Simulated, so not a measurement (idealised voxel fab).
This is a process module. Its name is voxel gate over fins.
Square cell edge 5 nm, section width 145 nm, ID cut.
Notation: cross-section as square-cell grid; stated in bands, top first, going down; one or more cell rows per band. Read a band's entry like this: the first values are the height of its top and the height of its bottom in nm, and what follows is the sequence of materials from left to right, each with its width in nm. Note that "air" is empty space, and that a single material marked "all across" reaches across the band from edge to edge. Beneath 0, the wafer as received is one material, and that level is where height counting begins. The lowest band goes on downward without a bottom; it is written like "0 down". Width spec "30..40" -> top row of cells at first value, bottom row at second value, equal per-row change in between. For the purposes of this document, the phrase "changes: none" attached to a step denotes that no cell within the cross-section was modified by that step. Empty spaces without an open route to the top, at least 8 cells in extent, make up the entry "Enclosed void listing"; each is given as width x height at distance, where the distance is measured from the left edge, and all are in nm. Whatever follows a step's settings on its line is a remark the simulator itself makes about that step. overlay nm, on a step with a mask: how far to the right of its planned place the mask lay; to the left if negative.

### Planned process steps
| 1 | op RECEIVE | material Si |
| 2 | op CONFORMAL_DEP | material SiN | thk nm 10 |
| 3 | op MASKED_ETCH | tone cover | mask id FINS | width nm 15 | pitch nm 45 | etch materials SiN | depth nm 10 | overlay nm 0 |
| 4 | op MASKED_ETCH | tone cover | mask id FINS | width nm 15 | pitch nm 45 | etch materials Si | depth nm 35 | overlay nm 0 |
| 5 | op OXIDIZE | depth nm 5 |
| 6 | op FILL_DEP | material SiO2 | thk nm 10 |
| 7 | op CMP | height nm 10 |
| 8 | op SELECTIVE_ETCH | etch materials SiO2 | depth nm 25 |
| 9 | op STRIP | etch materials SiN |
| 10 | op CONFORMAL_DEP | material HfO2 | thk nm 5 |
| 11 | op CONFORMAL_DEP | material TiN | thk nm 5 |
| 12 | op CONFORMAL_DEP | material TiAl | thk nm 5 |
| 13 | op CONFORMAL_DEP | material TiN | thk nm 5 |
| 14 | op FILL_DEP | material W | thk nm 10 |
| 15 | op CMP | height nm 25 |
| 16 | op CONFORMAL_DEP | material SiCN | thk nm 10 |

### as received, after step 1
	0 down | Si all across
	Enclosed void listing: none

### Cross-section: first of two wafers, module finished, run according to plan
	35 to 25 | SiCN all across
	25 to 20 | W all across
	20 to 15 | W 5 nm / TiN 135 nm / W 5 nm
	15 to 10 | W 5 nm / TiN 5 nm / TiAl 35 nm / TiN 10 nm / TiAl 35 nm / TiN 10 nm / TiAl 35 nm / TiN 5 nm / W 5 nm
	10 to 5 | W 5 nm / TiN 5 nm / TiAl 5 nm / TiN 25 nm / TiAl 5 nm / TiN 10 nm / TiAl 5 nm / TiN 25 nm / TiAl 5 nm / TiN 10 nm / TiAl 5 nm / TiN 25 nm / TiAl 5 nm / TiN 5 nm / W 5 nm
	5 to 0 | TiN 10 nm / TiAl 5 nm / TiN 5 nm / HfO2 15 nm / TiN 5 nm / TiAl 5 nm / TiN 10 nm / TiAl 5 nm / TiN 5 nm / HfO2 15 nm / TiN 5 nm / TiAl 5 nm / TiN 10 nm / TiAl 5 nm / TiN 5 nm / HfO2 15 nm / TiN 5 nm / TiAl 5 nm / TiN 10 nm
	0 to -5 | TiAl 15 nm / TiN 5 nm / HfO2 5 nm / Si 5 nm / HfO2 5 nm / TiN 5 nm / TiAl 20 nm / TiN 5 nm / HfO2 5 nm / Si 5 nm / HfO2 5 nm / TiN 5 nm / TiAl 20 nm / TiN 5 nm / HfO2 5 nm / Si 5 nm / HfO2 5 nm / TiN 5 nm / TiAl 15 nm
	-5 to -10 | TiN 20 nm / HfO2 5 nm / Si 5 nm / HfO2 5 nm / TiN 30 nm / HfO2 5 nm / Si 5 nm / HfO2 5 nm / TiN 30 nm / HfO2 5 nm / Si 5 nm / HfO2 5 nm / TiN 20 nm
	-10 to -15 | HfO2 25 nm / Si 5 nm / HfO2 40 nm / Si 5 nm / HfO2 40 nm / Si 5 nm / HfO2 25 nm
	-15 to -40 | SiO2 25 nm / Si 5 nm / SiO2 40 nm / Si 5 nm / SiO2 40 nm / Si 5 nm / SiO2 25 nm
	-40 down | Si all across
	Enclosed void listing: none

### Wafer two, end of module, cross-section. Same start, same plan as wafer one. One mistake in the run
	35 to 25 | SiCN all across
	25 to 20 | W all across
	20 to 15 | W 5 nm / TiN 135 nm / W 5 nm
	15 to 10 | W 5 nm / TiN 5 nm / TiAl 35 nm / TiN 10 nm / TiAl 35 nm / TiN 10 nm / TiAl 35 nm / TiN 5 nm / W 5 nm
	10 to 5 | W 5 nm / TiN 5 nm / TiAl 5 nm / TiN 25 nm / TiAl 5 nm / TiN 10 nm / TiAl 5 nm / TiN 25 nm / TiAl 5 nm / TiN 10 nm / TiAl 5 nm / TiN 25 nm / TiAl 5 nm / TiN 5 nm / W 5 nm
	5 to 0 | TiN 10 nm / TiAl 5 nm / TiN 5 nm / HfO2 15 nm / TiN 5 nm / TiAl 5 nm / TiN 10 nm / TiAl 5 nm / TiN 5 nm / HfO2 15 nm / TiN 5 nm / TiAl 5 nm / TiN 10 nm / TiAl 5 nm / TiN 5 nm / HfO2 15 nm / TiN 5 nm / TiAl 5 nm / TiN 10 nm
	0 to -5 | TiAl 15 nm / TiN 5 nm / HfO2 5 nm / Si 5 nm / HfO2 5 nm / TiN 5 nm / TiAl 20 nm / TiN 5 nm / HfO2 5 nm / Si 5 nm / HfO2 5 nm / TiN 5 nm / TiAl 20 nm / TiN 5 nm / HfO2 5 nm / Si 5 nm / HfO2 5 nm / TiN 5 nm / TiAl 15 nm
	-5 to -10 | TiN 20 nm / HfO2 5 nm / Si 5 nm / HfO2 5 nm / TiN 30 nm / HfO2 5 nm / Si 5 nm / HfO2 5 nm / TiN 30 nm / HfO2 5 nm / Si 5 nm / HfO2 5 nm / TiN 20 nm
	-10 to -15 | HfO2 25 nm / Si 5 nm / HfO2 40 nm / Si 5 nm / HfO2 40 nm / Si 5 nm / HfO2 25 nm
	-15 to -35 | SiO2 25 nm / Si 5 nm / SiO2 40 nm / Si 5 nm / SiO2 40 nm / Si 5 nm / SiO2 25 nm
	-35 down | Si all across
	Enclosed void listing: none
The plan and the run diverged here: planned and actual differ for step 4; actual: op MASKED_ETCH | tone cover | mask id FINS | width nm 15 | pitch nm 45 | etch materials Si | depth nm 30 | overlay nm 0
Heads up, by the end the second wafer has more or fewer cells of some materials compared to the first: Si +26 | SiO2 -26
